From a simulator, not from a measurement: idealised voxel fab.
Proc. module: voxel air gaps
Square cells of 5 nm make up the cross-section cut, whose width is 185 nm.
Cross-section spec: square-cell grid; bands listed top down; each band is one or more rows.
Top, bottom (nm), then materials left to right with widths (nm); lone material tagged "full width" fills the whole band edge to edge; "blank" = empty space.
The reference from which all heights are counted is 0, the level beneath which the as-received wafer is entirely one material; the lowest band, having no lower bound, proceeds downward and is written after the example "top 0, no bottom".
A two-number width, for instance "30->40", indicates that the width is equal to the first number in the top row of the band and to the second number in the bottom row, and that it changes by a constant amount per row of cells.
Step marked "no change occurred"? Then no cell in the cross-section changed in it.
"Sealed void inventory" specifies each empty space that is not open to the top and that occupies no fewer than 8 cells, using the form width x height at distance, the distance measured from the left edge and all three quantities in nm.
Where a step's line continues beyond its settings, the continuation is a remark by the simulator itself on that step.
overlay nm, on a step with a mask: how far to the right of its planned place the mask lay; to the left if negative

So here's the lineup of process steps we planned:
1: RECEIVE | material Si
2: CONFORMAL_DEP | material SiO2 | thk nm 5
3: CONFORMAL_DEP | material SiN | thk nm 5
4: DIRECTIONAL_DEP | material lowk | thk nm 40
5: PATTERN | tone open | mask id LINES | material resist | width nm 15 | pitch nm 40 | thk nm 15 | overlay nm 0
6: DIRECTIONAL_ETCH | etch materials lowk | depth nm 40
7: STRIP | etch materials resist
8: CONFORMAL_DEP | material TiN | thk nm 5
9: FILL_DEP | material Ru | thk nm 10
10: CMP | height nm 55
11: EPI | material Ru | thk nm 10
12: SELECTIVE_ETCH | etch materials lowk | depth nm 50
13: CONFORMAL_DEP | material SiCN | thk nm 5
The thk nm used in step 2 is not the same on every wafer, whereas the starting condition is; the value printed in the plan is the first wafer's.

Received wafers, first of several: cross-section after step 1:
    top 0, no bottom  Si full width
    Sealed void inventory: none

Per wafer (row), end of module: delta in cells per material since receipt, (+) for gained, (-) for lost; closed voids after that:
thk nm 5, +98 Ru, +37 SiCN, +37 SiN, +37 SiO2, +85 TiN, +224 lowk, Sealed void inventory: none
thk nm 10, +63 Ru, +113 SiCN, +37 SiN, +74 SiO2, +51 TiN, Sealed void inventory: 15 x 30 at 65; 15 x 30 at 105
thk nm 15, +60 Ru, +107 SiCN, +37 SiN, +111 SiO2, +45 TiN, Sealed void inventory: 15 x 25 at 65; 15 x 25 at 105
thk nm 20, +57 Ru, +101 SiCN, +37 SiN, +148 SiO2, +39 TiN, Sealed void inventory: 15 x 20 at 65; 15 x 20 at 105
thk nm 25, +54 Ru, +95 SiCN, +37 SiN, +185 SiO2, +33 TiN, Sealed void inventory: 15 x 15 at 65; 15 x 15 at 105
